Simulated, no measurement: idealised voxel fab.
Presented below is a process module, voxel self aligned contacts.
cross-section cut | 250 nm wide | cells 5 nm
Square cells in a grid make up a cross-section in this document, and the grid is given as bands, listed from the top down, each one or more rows of cells.
What a band's entry tells you: where the top is and where the bottom is, as heights in nm, and after that what lies inside, material by material from left to right, each with its width in nm. Empty space is written as the word "blank", and a single material marked with the word "everywhere" occupies the band from edge to edge.
For the purposes of this specification, 0 denotes the height below which the wafer in its as-received condition is composed wholly of one material, and the lowermost band, lacking a lower limit, extends downward without end, as expressed in "0 -> down".
A width given as "30 to 40" starts at the first number in the band's top row and ends at the second number in its bottom row, shifting by an equal amount at every step from row to row.
The designation "nothing different", where it is given for a processing step, indicates that no cell of the cross-section was altered in the course of that step.
For the entry "Unvented internal voids", the listed items are empty spaces with no open way to the top whose size is 8 cells or more; each item follows the pattern width x height at distance, where distance is from the left edge and all three are in nm.
Read whatever lies past the settings on a step's line as the simulator's own remark about the step.
overlay nm: how far to the right of its planned place the mask lay on this masked step (negative: to the left).

# Here's what the planned process steps look like
1,RECEIVE, material Si
2,OXIDIZE, depth nm 5
3,DIRECTIONAL_DEP, material polySi, thk nm 30
4,DIRECTIONAL_DEP, material SiN, thk nm 15
5,DIRECTIONAL_DEP, material aC, thk nm 10
6,PATTERN, tone cover, mask id GATE, material resist, width nm 30, pitch nm 55, thk nm 25, overlay nm 0
7,DIRECTIONAL_ETCH, etch materials aC, depth nm 10
8,STRIP, etch materials resist
9,DIRECTIONAL_ETCH, etch materials SiN, depth nm 15
10,DIRECTIONAL_ETCH, etch materials polySi, depth nm 30
11,STRIP, etch materials aC
12,CONFORMAL_DEP, material SiN, thk nm 5
13,DIRECTIONAL_ETCH, etch materials SiN, depth nm 5
14,FILL_DEP, material SiO2, thk nm 15
15,CMP, height nm 55
16,DIRECTIONAL_DEP, material aC, thk nm 10
17,PATTERN, tone open, mask id CONTACT, material resist, width nm 35, pitch nm 55, thk nm 25, overlay nm 0
18,DIRECTIONAL_ETCH, etch materials aC, depth nm 10
19,STRIP, etch materials resist
20,DIRECTIONAL_ETCH, etch materials SiO2, depth nm 60
21,STRIP, etch materials aC
22,CONFORMAL_DEP, material TiN, thk nm 5
23,FILL_DEP, material W, thk nm 10
24,CMP, height nm 55
25,CONFORMAL_DEP, material SiCN, thk nm 5

# The cross-section here shows the wafer as received, i.e. in its state after step 1
- 0 -> down  Si everywhere
- Unvented internal voids: none

# First wafer of two, sectioned at end of module; run went per plan
- 60 -> 55  SiCN everywhere
- 55 -> 45  80 SiO2 / 5 to 15 TiN / 25 to 5 W / 5 to 15 TiN / 20 SiO2 / 5 to 15 TiN / 25 to 5 W / 5 to 15 TiN / 80 SiO2
- 45 -> 30  50 SiO2 / 40 SiN / 5 TiN / 5 W / 5 TiN / 40 SiN / 5 TiN / 5 W / 5 TiN / 40 SiN / 50 SiO2
- 30 -> 0  50 SiO2 / 5 SiN / 30 polySi / 5 SiN / 5 TiN / 5 W / 5 TiN / 5 SiN / 30 polySi / 5 SiN / 5 TiN / 5 W / 5 TiN / 5 SiN / 30 polySi / 5 SiN / 50 SiO2
- 0 -> -5  90 SiO2 / 15 TiN / 40 SiO2 / 15 TiN / 90 SiO2
- -5 -> down  Si everywhere
- Unvented internal voids: none

# Cross-sectional image of the second wafer of the two following completion of the module. Starting state and process plan were the same as for the first wafer; one execution error occurred
- 60 -> 55  SiCN everywhere
- 55 -> 45  90 SiO2 / 5 TiN / 25 to 5 W / 5 to 25 TiN / 20 SiO2 / 5 TiN / 25 to 5 W / 5 to 25 TiN / 70 SiO2
- 45 -> 30  50 SiO2 / 40 SiN / 5 TiN / 5 W / 5 TiN / 40 SiN / 5 TiN / 5 W / 5 TiN / 40 SiN / 50 SiO2
- 30 -> 0  50 SiO2 / 5 SiN / 30 polySi / 5 SiN / 5 TiN / 5 W / 5 TiN / 5 SiN / 30 polySi / 5 SiN / 5 TiN / 5 W / 5 TiN / 5 SiN / 30 polySi / 5 SiN / 50 SiO2
- 0 -> -5  90 SiO2 / 15 TiN / 40 SiO2 / 15 TiN / 90 SiO2
- -5 -> down  Si everywhere
- Unvented internal voids: none
Processing error: heads up, step 17 didn't go per plan, it actually ran as PATTERN, tone open, mask id CONTACT, material resist, width nm 35, pitch nm 55, thk nm 25, overlay nm 10
When the process is done, the second wafer contains the same cell count of every material as the first wafer, but distributed over other locations.
